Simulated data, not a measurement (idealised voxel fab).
You're looking at the process module voxel self aligned contacts.
The figure presents cross-section cut, which has a width of 270 nm and is divided into square cells with an edge length of 5 nm.
In this document a cross-section is written as a grid of square cells. It is given as a series of bands, listed from the top down, and a band is one or more rows of cells. Top height, bottom height, nm. Materials left to right, width each, nm. Single material + "throughout" = fills band edge to edge. "empty" = empty. A quick word on heights: they are counted from 0, and under that level the wafer as it came to us is one material throughout. The lowest band is different from the rest in having no bottom; it simply continues downward, written as in "0 -> down". Width spec "30->40" -> top row of cells at first value, bottom row at second value, equal per-row change in between. For the purposes of this document, the phrase "no modifications" attached to a step denotes that no cell within the cross-section was modified by that step. Voids not open to the top, 8 cells minimum: see "Sealed internal voids". Written width x height at distance; distance is from the left edge; nm. Step line, after settings: the simulator's comment on this step. If you see "overlay nm" on a step's line and that step has a mask, it's telling you how far right of where it was planned the mask ended up; a negative number means it went left instead.
These are the steps we planned for the process
1 RECEIVE with material Si
2 OXIDIZE with depth nm 5
3 DIRECTIONAL_DEP with material polySi, thk nm 30
4 DIRECTIONAL_DEP with material SiN, thk nm 20
5 DIRECTIONAL_DEP with material aC, thk nm 10
6 PATTERN with tone cover, mask id GATE, material resist, width nm 30, pitch nm 75, thk nm 30, overlay nm 0
7 DIRECTIONAL_ETCH with etch materials aC, depth nm 10
8 STRIP with etch materials resist
9 DIRECTIONAL_ETCH with etch materials SiN, depth nm 20
10 DIRECTIONAL_ETCH with etch materials polySi, depth nm 30
11 STRIP with etch materials aC
12 CONFORMAL_DEP with material SiN, thk nm 10
13 DIRECTIONAL_ETCH with etch materials SiN, depth nm 10
14 FILL_DEP with material SiO2, thk nm 20
15 CMP with height nm 60
16 DIRECTIONAL_DEP with material aC, thk nm 10
17 PATTERN with tone open, mask id CONTACT, material resist, width nm 55, thk nm 30, overlay nm 0
18 DIRECTIONAL_ETCH with etch materials aC, depth nm 10
19 STRIP with etch materials resist
20 DIRECTIONAL_ETCH with etch materials SiO2, depth nm 65
21 STRIP with etch materials aC
22 CONFORMAL_DEP with material TiN, thk nm 5
23 FILL_DEP with material Ru, thk nm 5
24 CMP with height nm 60
25 CONFORMAL_DEP with material SiN, thk nm 5
First of the two wafers, run per plan
Here's what the wafer looked like in cross-section when it arrived - that's after step 1
    0 -> down = Si throughout
    Sealed internal voids: none
Cross-section of the wafer subsequent to step 2
    0 -> -5 = SiO2 throughout
    Under the height -5 nothing was changed.
Cross-section of the wafer subsequent to step 3
    30 -> 0 = polySi throughout
    Under the height 0 nothing was changed.
Cross-section of the wafer subsequent to step 4
    50 -> 30 = SiN throughout
    Under the height 30 nothing was changed.
Cross-section of the wafer subsequent to step 5
    60 -> 50 = aC throughout
    Under the height 50 nothing was changed.
Cross-section of the wafer subsequent to step 6
    90 -> 60 = empty 80 nm, resist 30 nm, empty 45 nm, resist 30 nm, empty 85 nm
    Under the height 60 nothing was changed.
Cross-section of the wafer subsequent to step 7
    80 -> 60 = empty 80 nm, resist 30 nm, empty 45 nm, resist 30 nm, empty 85 nm
    60 -> 50 = empty 80 nm, aC 30 nm, empty 45 nm, aC 30 nm, empty 85 nm
    Under the height 50 nothing was changed.
Cross-section of the wafer subsequent to step 8
    60 -> 50 = empty 80 nm, aC 30 nm, empty 45 nm, aC 30 nm, empty 85 nm
    Under the height 50 nothing was changed.
Cross-section of the wafer subsequent to step 9
    60 -> 50 = empty 80 nm, aC 30 nm, empty 45 nm, aC 30 nm, empty 85 nm
    50 -> 30 = empty 80 nm, SiN 30 nm, empty 45 nm, SiN 30 nm, empty 85 nm
    Under the height 30 nothing was changed.
Cross-section of the wafer subsequent to step 10
    60 -> 50 = empty 80 nm, aC 30 nm, empty 45 nm, aC 30 nm, empty 85 nm
    50 -> 30 = empty 80 nm, SiN 30 nm, empty 45 nm, SiN 30 nm, empty 85 nm
    30 -> 0 = empty 80 nm, polySi 30 nm, empty 45 nm, polySi 30 nm, empty 85 nm
    Under the height 0 nothing was changed.
Cross-section of the wafer subsequent to step 11
    50 -> 30 = empty 80 nm, SiN 30 nm, empty 45 nm, SiN 30 nm, empty 85 nm
    Under the height 30 nothing was changed.
Cross-section of the wafer subsequent to step 12
    60 -> 30 = empty 70 nm, SiN 50 nm, empty 25 nm, SiN 50 nm, empty 75 nm
    30 -> 10 = empty 70 nm, SiN 10 nm, polySi 30 nm, SiN 10 nm, empty 25 nm, SiN 10 nm, polySi 30 nm, SiN 10 nm, empty 75 nm
    10 -> 0 = SiN 80 nm, polySi 30 nm, SiN 45 nm, polySi 30 nm, SiN 85 nm
    Under the height 0 nothing was changed.
Cross-section of the wafer subsequent to step 13
    50 -> 30 = empty 70 nm, SiN 50 nm, empty 25 nm, SiN 50 nm, empty 75 nm
    30 -> 0 = empty 70 nm, SiN 10 nm, polySi 30 nm, SiN 10 nm, empty 25 nm, SiN 10 nm, polySi 30 nm, SiN 10 nm, empty 75 nm
    Under the height 0 nothing was changed.
Cross-section of the wafer subsequent to step 14
    70 -> 50 = SiO2 throughout
    50 -> 30 = SiO2 70 nm, SiN 50 nm, SiO2 25 nm, SiN 50 nm, SiO2 75 nm
    30 -> 0 = SiO2 70 nm, SiN 10 nm, polySi 30 nm, SiN 10 nm, SiO2 25 nm, SiN 10 nm, polySi 30 nm, SiN 10 nm, SiO2 75 nm
    Under the height 0 nothing was changed.
Cross-section of the wafer subsequent to step 15
    60 -> 50 = SiO2 throughout
    Under the height 50 nothing was changed.
Cross-section of the wafer subsequent to step 16
    70 -> 60 = aC throughout
    Under the height 60 nothing was changed.
Cross-section of the wafer subsequent to step 17
    100 -> 70 = resist 105 nm, empty 55 nm, resist 110 nm
    Under the height 70 nothing was changed.
Cross-section of the wafer subsequent to step 18
    90 -> 70 = resist 105 nm, empty 55 nm, resist 110 nm
    70 -> 60 = aC 105 nm, empty 55 nm, aC 110 nm
    Under the height 60 nothing was changed.
Cross-section of the wafer subsequent to step 19
    70 -> 60 = aC 105 nm, empty 55 nm, aC 110 nm
    Under the height 60 nothing was changed.
Cross-section of the wafer subsequent to step 20
    70 -> 60 = aC 105 nm, empty 55 nm, aC 110 nm
    60 -> 50 = SiO2 105 nm, empty 55 nm, SiO2 110 nm
    50 -> 30 = SiO2 70 nm, SiN 50 nm, empty 25 nm, SiN 50 nm, SiO2 75 nm
    30 -> 0 = SiO2 70 nm, SiN 10 nm, polySi 30 nm, SiN 10 nm, empty 25 nm, SiN 10 nm, polySi 30 nm, SiN 10 nm, SiO2 75 nm
    0 -> -5 = SiO2 120 nm, empty 25 nm, SiO2 125 nm
    Under the height -5 nothing was changed.
Cross-section of the wafer subsequent to step 21
    60 -> 50 = SiO2 105 nm, empty 55 nm, SiO2 110 nm
    Under the height 50 nothing was changed.
Cross-section of the wafer subsequent to step 22
    65 -> 60 = TiN 110 nm, empty 45 nm, TiN 115 nm
    60 -> 50 = SiO2 105 nm, TiN 5->20 nm, empty 45->15 nm, TiN 5->20 nm, SiO2 110 nm
    50 -> 30 = SiO2 70 nm, SiN 50 nm, TiN 5 nm, empty 15 nm, TiN 5 nm, SiN 50 nm, SiO2 75 nm
    30 -> 0 = SiO2 70 nm, SiN 10 nm, polySi 30 nm, SiN 10 nm, TiN 5 nm, empty 15 nm, TiN 5 nm, SiN 10 nm, polySi 30 nm, SiN 10 nm, SiO2 75 nm
    0 -> -5 = SiO2 120 nm, TiN 25 nm, SiO2 125 nm
    Under the height -5 nothing was changed.
Cross-section of the wafer subsequent to step 23
    70 -> 65 = Ru throughout
    65 -> 60 = TiN 110 nm, Ru 45 nm, TiN 115 nm
    60 -> 50 = SiO2 105 nm, TiN 5->20 nm, Ru 45->15 nm, TiN 5->20 nm, SiO2 110 nm
    50 -> 30 = SiO2 70 nm, SiN 50 nm, TiN 5 nm, Ru 15 nm, TiN 5 nm, SiN 50 nm, SiO2 75 nm
    30 -> 0 = SiO2 70 nm, SiN 10 nm, polySi 30 nm, SiN 10 nm, TiN 5 nm, Ru 15 nm, TiN 5 nm, SiN 10 nm, polySi 30 nm, SiN 10 nm, SiO2 75 nm
    Under the height 0 nothing was changed.
Cross-section of the wafer subsequent to step 24
    60 -> 50 = SiO2 105 nm, TiN 5->20 nm, Ru 45->15 nm, TiN 5->20 nm, SiO2 110 nm
    Under the height 50 nothing was changed.
Cross-section of the wafer subsequent to step 25
    65 -> 60 = SiN throughout
    Under the height 60 nothing was changed.
Wafer two. Identical start, identical plan. One mistake in execution. Identical history through step 3
At the planned end of step 4, the second wafer in cross-section
    50 -> 30 = Ru throughout
    Under the height 30 nothing was changed.
At the planned end of step 5, the second wafer in cross-section
    60 -> 50 = aC throughout
    Under the height 50 nothing was changed.
At the planned end of step 6, the second wafer in cross-section
    90 -> 60 = empty 80 nm, resist 30 nm, empty 45 nm, resist 30 nm, empty 85 nm
    Under the height 60 nothing was changed.
At the planned end of step 7, the second wafer in cross-section
    80 -> 60 = empty 80 nm, resist 30 nm, empty 45 nm, resist 30 nm, empty 85 nm
    60 -> 50 = empty 80 nm, aC 30 nm, empty 45 nm, aC 30 nm, empty 85 nm
    Under the height 50 nothing was changed.
At the planned end of step 8, the second wafer in cross-section
    60 -> 50 = empty 80 nm, aC 30 nm, empty 45 nm, aC 30 nm, empty 85 nm
    Under the height 50 nothing was changed.
At the planned end of step 9, the second wafer in cross-section: no modifications
At the planned end of step 10, the second wafer in cross-section: no modifications
At the planned end of step 11, the second wafer in cross-section
    50 -> 30 = Ru throughout
    Under the height 30 nothing was changed.
At the planned end of step 12, the second wafer in cross-section
    60 -> 50 = SiN throughout
    Under the height 50 nothing was changed.
At the planned end of step 13, the second wafer in cross-section
    50 -> 30 = Ru throughout
    Under the height 30 nothing was changed.
At the planned end of step 14, the second wafer in cross-section
    70 -> 50 = SiO2 throughout
    Under the height 50 nothing was changed.
At the planned end of step 15, the second wafer in cross-section
    60 -> 50 = SiO2 throughout
    Under the height 50 nothing was changed.
At the planned end of step 16, the second wafer in cross-section
    70 -> 60 = aC throughout
    Under the height 60 nothing was changed.
At the planned end of step 17, the second wafer in cross-section
    100 -> 70 = resist 105 nm, empty 55 nm, resist 110 nm
    Under the height 70 nothing was changed.
At the planned end of step 18, the second wafer in cross-section
    90 -> 70 = resist 105 nm, empty 55 nm, resist 110 nm
    70 -> 60 = aC 105 nm, empty 55 nm, aC 110 nm
    Under the height 60 nothing was changed.
At the planned end of step 19, the second wafer in cross-section
    70 -> 60 = aC 105 nm, empty 55 nm, aC 110 nm
    Under the height 60 nothing was changed.
At the planned end of step 20, the second wafer in cross-section
    70 -> 60 = aC 105 nm, empty 55 nm, aC 110 nm
    60 -> 50 = SiO2 105 nm, empty 55 nm, SiO2 110 nm
    Under the height 50 nothing was changed.
At the planned end of step 21, the second wafer in cross-section
    60 -> 50 = SiO2 105 nm, empty 55 nm, SiO2 110 nm
    Under the height 50 nothing was changed.
At the planned end of step 22, the second wafer in cross-section
    65 -> 60 = TiN 110 nm, empty 45 nm, TiN 115 nm
    60 -> 55 = SiO2 105 nm, TiN 5 nm, empty 45 nm, TiN 5 nm, SiO2 110 nm
    55 -> 50 = SiO2 105 nm, TiN 55 nm, SiO2 110 nm
    Under the height 50 nothing was changed.
At the planned end of step 23, the second wafer in cross-section
    70 -> 65 = Ru throughout
    65 -> 60 = TiN 110 nm, Ru 45 nm, TiN 115 nm
    60 -> 55 = SiO2 105 nm, TiN 5 nm, Ru 45 nm, TiN 5 nm, SiO2 110 nm
    Under the height 55 nothing was changed.
At the planned end of step 24, the second wafer in cross-section
    60 -> 55 = SiO2 105 nm, TiN 5 nm, Ru 45 nm, TiN 5 nm, SiO2 110 nm
    Under the height 55 nothing was changed.
At the planned end of step 25, the second wafer in cross-section
    65 -> 60 = SiN throughout
    Under the height 60 nothing was changed.
So what did we get wrong on this run? rather than as planned, step 4 actually ran as DIRECTIONAL_DEP with material Ru, thk nm 20
Wrapping up, a cell-based count of both wafers puts the second over or under the first for these materials: +183 Ru, -128 SiN, -285 SiO2, -22 TiN, +252 polySi
